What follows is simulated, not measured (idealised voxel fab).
This is a process module. Its name is voxel self aligned contacts.
It is cross-section cut that appears here, measuring 280 nm in width, its square cells being 5 nm in size.
In what follows, cross-sections appear as grids of square cells, described through bands that run from the top down, where every band is one or more rows of cells. First you get the band's top height and its bottom height, in nm, and then the materials it's made of, left to right, with each width in nm. If you see a single material with "all across", that one covers the band edge to edge. "empty" is empty space. Convention: height 0 is the level below which the wafer, as received, is all one material. The lowest band does not terminate at the bottom but continues downward, represented as "from 0 down". The notation "30->40" denotes a width that varies across the rows of cells in the band, beginning at the first number in the top row, finishing at the second number in the bottom row, and changing by an identical amount from each row to the next. "remains unaltered" after a step means that no cell of the cross-section changed. Closed-off voids of 8+ cells (no open route to the top) go in "Enclosed void list", written width x height at distance from the left edge, in nm. Note: text after step settings on the step line = simulator remark on that step. The "overlay nm" setting may appear on a step's line; for a step that uses a mask, it gives how far to the right of its planned position the mask lay, and a negative value indicates the left.

**plan**
1. op RECEIVE | material Si
2. op CONFORMAL_DEP | material SiO2 | thk nm 5
3. op DIRECTIONAL_DEP | material polySi | thk nm 20
4. op DIRECTIONAL_DEP | material SiN | thk nm 20
5. op MASKED_ETCH | tone cover | mask id GATE | width nm 25 | pitch nm 55 | etch materials SiN | depth nm 20 | overlay nm 0
6. op MASKED_ETCH | tone cover | mask id GATE | width nm 25 | pitch nm 55 | etch materials polySi | depth nm 20 | overlay nm 0
7. op CONFORMAL_DEP | material SiN | thk nm 5
8. op DIRECTIONAL_ETCH | etch materials SiN | depth nm 5
9. op FILL_DEP | material SiO2 | thk nm 15
10. op CMP | height nm 50
11. op MASKED_ETCH | tone open | mask id CONTACT | width nm 40 | pitch nm 55 | etch materials SiO2 | depth nm 50 | overlay nm 0
12. op CONFORMAL_DEP | material TiN | thk nm 5
13. op FILL_DEP | material W | thk nm 5
14. op CMP | height nm 50
15. op CONFORMAL_DEP | material SiCN | thk nm 5

**Cross-section of the wafer upon arrival, representing the state reached after step 1**
  from 0 down: Si all across
  Enclosed void list: none

**Post-module cross-section: identical start and plan to those above, one misstep in execution**
  from 55 to 50: SiCN all across
  from 50 to 45: SiO2 (90) / TiN (40) / SiO2 (15) / TiN (40) / SiO2 (95)
  from 45 to 25: SiN (75) / SiO2 (15) / SiN (40) / SiO2 (15) / SiN (40) / SiO2 (15) / SiN (80)
  from 25 to 5: polySi all across
  from 5 to 0: SiO2 all across
  from 0 down: Si all across
  Enclosed void list: none
The mistake made against the process plan was this: step 5 went in with a setting other than planned; the actual run was op MASKED_ETCH | tone open | mask id GATE | width nm 25 | pitch nm 55 | etch materials SiN | depth nm 20 | overlay nm 0
